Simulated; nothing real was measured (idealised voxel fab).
This is a process module. Its name is voxel capacitor over wiring.
The cross-section on display is named cut; it measures 250 nm wide, and its cells are 5 nm squares.
The cross-sections in this document take the form of a grid made of square cells. They are written out as bands, in order from top to bottom. Each band consists of one or more rows of cells. A band entry consists of two parts. The first gives the height of the band's top and the height of its bottom, in nm. The rest lists the band's materials from left to right, each with its width in nm. A single material labelled with the word "all across" fills the band from edge to edge, and the word "blank" marks empty space. For the purposes of this specification, 0 denotes the height below which the wafer in its as-received condition is composed wholly of one material, and the lowermost band, lacking a lower limit, extends downward without end, as expressed in "0 -> down". A two-number width, for instance "30 to 40", indicates that the width is equal to the first number in the top row of the band and to the second number in the bottom row, and that it changes by a constant amount per row of cells. "remains unaltered" -> step changed no cross-section cell. "Enclosed void catalog" specifies each empty space that is not open to the top and that occupies no fewer than 8 cells, using the form width x height at distance, the distance measured from the left edge and all three quantities in nm. Whatever follows a step's settings on its line is a remark the simulator itself makes about that step. The "overlay nm" setting may appear on a step's line; for a step that uses a mask, it gives how far to the right of its planned position the mask lay, and a negative value indicates the left.

## The following list gives the planned process steps
step 1: RECEIVE: material Si
step 2: CONFORMAL_DEP: material SiO2, thk nm 10
step 3: CONFORMAL_DEP: material SiN, thk nm 5
step 4: DIRECTIONAL_DEP: material lowk, thk nm 20
step 5: PATTERN: tone open, mask id METAL_1, material resist, width nm 20, pitch nm 90, thk nm 15, overlay nm 0
step 6: DIRECTIONAL_ETCH: etch materials lowk, depth nm 20
step 7: DIRECTIONAL_ETCH: etch materials SiN, depth nm 5
step 8: STRIP: etch materials resist
step 9: CONFORMAL_DEP: material TiN, thk nm 5
step 10: FILL_DEP: material Ru, thk nm 10
step 11: CMP: height nm 35
step 12: EPI: material Ru, thk nm 5
step 13: FILL_DEP: material SiCN, thk nm 5
step 14: DIRECTIONAL_DEP: material SiO2, thk nm 15
step 15: PATTERN: tone open, mask id PLUG_1, material resist, width nm 15, thk nm 15, overlay nm 0
step 16: DIRECTIONAL_ETCH: etch materials SiO2, depth nm 15
step 17: DIRECTIONAL_ETCH: etch materials SiCN, depth nm 5
step 18: STRIP: etch materials resist
step 19: EPI: material Ru, thk nm 10
step 20: EPI: material Ru, thk nm 10
step 21: DIRECTIONAL_DEP: material TiN, thk nm 10
step 22: DIRECTIONAL_DEP: material SiN, thk nm 5
step 23: DIRECTIONAL_DEP: material TiN, thk nm 10
step 24: PATTERN: tone cover, mask id UPPER_PLATE, material resist, width nm 75, thk nm 20, overlay nm 0
step 25: DIRECTIONAL_ETCH: etch materials TiN, depth nm 10
step 26: DIRECTIONAL_ETCH: etch materials SiN, depth nm 5
step 27: STRIP: etch materials resist
step 28: PATTERN: tone cover, mask id LOWER_PLATE, material resist, width nm 85, thk nm 15, overlay nm 0
step 29: DIRECTIONAL_ETCH: etch materials TiN, depth nm 10
step 30: STRIP: etch materials resist
step 31: FILL_DEP: material SiO2, thk nm 15
step 32: CMP: height nm 95
step 33: PATTERN: tone open, mask id PLUG_2, material resist, width nm 15, thk nm 15, overlay nm 0
step 34: DIRECTIONAL_ETCH: etch materials SiO2, depth nm 10
step 35: STRIP: etch materials resist
step 36: CONFORMAL_DEP: material TiN, thk nm 5
step 37: FILL_DEP: material Ru, thk nm 5
step 38: CMP: height nm 95
step 39: CONFORMAL_DEP: material SiN, thk nm 5

## Step 1 complete: cross-section of the wafer as received
* 0 -> down = Si all across
* Enclosed void catalog: none

## End-of-module cross-section of the first of two wafers, processed as planned
* 100 -> 95 = SiN all across
* 95 -> 90 = SiO2 (85); TiN (5); Ru (5); TiN (5); SiO2 (150)
* 90 -> 85 = SiO2 (85); TiN (15); SiO2 (150)
* 85 -> 75 = SiO2 (75); TiN (75); SiO2 (100)
* 75 -> 70 = SiO2 (75); SiN (75); SiO2 (100)
* 70 -> 60 = SiO2 (70); TiN (85); SiO2 (95)
* 60 -> 45 = SiO2 (75); Ru (15); SiO2 (160)
* 45 -> 40 = SiCN (75); Ru (15); SiCN (160)
* 40 -> 35 = SiCN (65); Ru (30); SiCN (60); Ru (30); SiCN (65)
* 35 -> 15 = lowk (70); TiN (5); Ru (10); TiN (5); lowk (70); TiN (5); Ru (10); TiN (5); lowk (70)
* 15 -> 10 = SiN (70); TiN (20); SiN (70); TiN (20); SiN (70)
* 10 -> 0 = SiO2 all across
* 0 -> down = Si all across
* Enclosed void catalog: none

## Cross-section of the latter of the two wafers at module completion. It had an identical start and an identical plan to the former; in running it, one mistake was made
* 100 -> 95 = SiN all across
* 95 -> 90 = SiO2 (85); TiN (5); Ru (5); TiN (5); SiO2 (150)
* 90 -> 85 = SiO2 (85); TiN (15); SiO2 (150)
* 85 -> 75 = SiO2 (75); TiN (75); SiO2 (100)
* 75 -> 70 = SiO2 (75); SiN (75); SiO2 (100)
* 70 -> 60 = SiO2 (70); TiN (85); SiO2 (95)
* 60 -> 45 = SiO2 (75); Ru (15); SiO2 (160)
* 45 -> 40 = SiCN (75); Ru (15); SiCN (160)
* 40 -> 30 = Ru all across
* 30 -> 25 = TiN (75); Ru (10); TiN (80); Ru (10); TiN (75)
* 25 -> 5 = lowk (70); TiN (5); Ru (10); TiN (5); lowk (70); TiN (5); Ru (10); TiN (5); lowk (70)
* 5 -> 0 = SiN (70); TiN (20); SiN (70); TiN (20); SiN (70)
* 0 -> down = Si all across
* Enclosed void catalog: none
So what did we get wrong on this run? yeah, step 2 of the plan got skipped, never ran
Upon completion, the second wafer contains, in terms of cells, a greater or smaller amount of certain materials than the first wafer: 92 more of Ru; 38 fewer of SiCN; 100 fewer of SiO2; 46 more of TiN
